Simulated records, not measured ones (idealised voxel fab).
process module | voxel self aligned vias
cross-section cut | 285 nm wide | cells 5 nm
A cross-section is a grid of square cells, given in bands from the top down. A band is one or more rows of cells.
Each band's line starts with the height of the band's top and of its bottom, in nm. Then come its materials from left to right, each with its width in nm. One material with "throughout" fills the band from edge to edge. "air" is empty space.
Height 0 is the level under which the wafer as received is all one material. The lowest band goes on downwards, as in "0 down".
A width such as "30 to 40" changes by the same amount from each row of cells to the next, from the band's top row to its bottom row.
"no change" after a step means that no cell of the cross-section changed.
closed voids: empty space of 8 cells or more with no open way to the top, each as width x height at its distance from the left edge, in nm
after a step's settings: what the simulator itself notes on the step
overlay nm, on a step with a mask: how far to the right of its planned place the mask lay; to the left if negative
plan
1 op RECEIVE | material Si
2 op CONFORMAL_DEP | material SiO2 | thk nm 10
3 op CONFORMAL_DEP | material SiCN | thk nm 5
4 op DIRECTIONAL_DEP | material SiO2 | thk nm 30
5 op DIRECTIONAL_DEP | material aC | thk nm 10
6 op PATTERN | tone open | mask id LINES | material resist | width nm 25 | pitch nm 60 | thk nm 25 | overlay nm 0
7 op DIRECTIONAL_ETCH | etch materials aC | depth nm 10
8 op STRIP | etch materials resist
9 op DIRECTIONAL_ETCH | etch materials SiO2 | depth nm 30
10 op STRIP | etch materials aC
11 op CONFORMAL_DEP | material TiN | thk nm 5
12 op FILL_DEP | material Ru | thk nm 10
13 op CMP | height nm 45
14 op SELECTIVE_ETCH | etch materials W Ru TiN | depth nm 10
15 op FILL_DEP | material SiN | thk nm 10
16 op CMP | height nm 45
17 op DIRECTIONAL_DEP | material SiO2 | thk nm 20
18 op DIRECTIONAL_DEP | material aC | thk nm 10
19 op PATTERN | tone open | mask id VIAS | material resist | width nm 45 | pitch nm 60 | thk nm 30 | overlay nm 0
20 op DIRECTIONAL_ETCH | etch materials aC | depth nm 10
21 op STRIP | etch materials resist
22 op DIRECTIONAL_ETCH | etch materials SiO2 | depth nm 20
23 op DIRECTIONAL_ETCH | etch materials SiN | depth nm 10
24 op STRIP | etch materials aC
25 op CONFORMAL_DEP | material TiN | thk nm 5
26 op FILL_DEP | material Cu | thk nm 5
27 op CMP | height nm 65
28 op CONFORMAL_DEP | material SiN | thk nm 5
as received, after step 1
  0 down: Si throughout
  closed voids: none
a wafer at the end: this start, this plan, one mistake
  70 to 65: SiN throughout
  65 to 50: SiO2 60 | TiN 5 | Cu 35 | TiN 5 | SiO2 15 | TiN 5 | Cu 35 | TiN 5 | SiO2 15 | TiN 5 | Cu 35 | TiN 5 | SiO2 60
  50 to 40: SiO2 60 to 70 | TiN 15 to 5 | Cu 15 | TiN 15 to 5 | SiO2 15 to 35 | TiN 15 to 5 | Cu 15 | TiN 15 to 5 | SiO2 15 to 35 | TiN 15 to 5 | Cu 15 | TiN 15 to 5 | SiO2 60 to 70
  40 to 35: SiO2 70 | TiN 25 | SiO2 35 | TiN 25 | SiO2 35 | TiN 25 | SiO2 70
  35 to 25: SiO2 70 | TiN 5 | Ru 15 | TiN 5 | SiO2 35 | TiN 5 | Ru 15 | TiN 5 | SiO2 35 | TiN 5 | Ru 15 | TiN 5 | SiO2 70
  25 to 20: SiO2 70 | TiN 25 | SiO2 35 | TiN 25 | SiO2 35 | TiN 25 | SiO2 70
  20 to 15: SiCN throughout
  15 to 0: SiO2 throughout
  0 down: Si throughout
  closed voids: none
what went wrong: step 2 ran as: op CONFORMAL_DEP | material SiO2 | thk nm 15
